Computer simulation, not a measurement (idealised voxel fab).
Herein follows the process module entitled voxel released beams.
It is cross-section cut that appears here, measuring 160 nm in width, its square cells being 5 nm in size.
Cross-section = grid of square cells, listed top down in bands; band = one or more rows.
The entry gives the band's vertical extent as a top height and a bottom height in nm, then its horizontal make-up as materials from left to right, each with a width in nm. "air" stands for empty space; a single material marked "full width" fills the band edge to edge.
Heights are expressed relative to 0, this being the level below which the as-received wafer comprises one material exclusively. The lowest band is unbounded in the downward direction and is denoted as in "from 0 down".
When a width is written as two numbers, as in "30..40", the first number is the width in the top row of cells of the band and the second is the width in its bottom row, and the width changes by the same amount from each row to the next.
What does "everything unchanged" mean for a step? It means no cell of the cross-section changed in that step.
Empty spaces without an open route to the top, at least 8 cells in extent, make up the entry "Fully sealed voids"; each is given as width x height at distance, where the distance is measured from the left edge, and all are in nm.
Step line, after settings: the simulator's comment on this step.
What "overlay nm" on a step's line means: if the step has a mask, that mask lay this far to the right of its planned place, or, when the value is negative, to the left.
Intended process steps:
step 1: RECEIVE [material Si]
step 2: CONFORMAL_DEP [material Al2O3] [thk nm 10]
step 3: DIRECTIONAL_DEP [material SiO2] [thk nm 10]
step 4: PATTERN [tone open] [mask id ANCHOR] [material resist] [width nm 30] [thk nm 15] [overlay nm 0]
step 5: DIRECTIONAL_ETCH [etch materials SiO2] [depth nm 10]
step 6: STRIP [etch materials resist]
step 7: CONFORMAL_DEP [material SiN] [thk nm 10]
step 8: DIRECTIONAL_DEP [material aC] [thk nm 15]
step 9: PATTERN [tone cover] [mask id BEAM] [material resist] [width nm 95] [thk nm 30] [overlay nm 0]
step 10: DIRECTIONAL_ETCH [etch materials aC] [depth nm 15]
step 11: STRIP [etch materials resist]
step 12: DIRECTIONAL_ETCH [etch materials SiN] [depth nm 10]
step 13: STRIP [etch materials aC]
step 14: STRIP [etch materials SiO2]
Delivered wafer in cross-section: state after step 1:
  from 0 down  Si full width
  Fully sealed voids: none
End state of the module in cross-section, given the above starting point and plan and one mistake in execution:
  from 35 to 25  SiN 45, air 10, SiN 105
  from 25 to 20  SiN full width
  from 20 to 10  SiO2 35, SiN 30, SiO2 95
  from 10 to 0  Al2O3 full width
  from 0 down  Si full width
  Fully sealed voids: none
Plan not followed: step 8 ran as: DIRECTIONAL_DEP [material SiN] [thk nm 15]
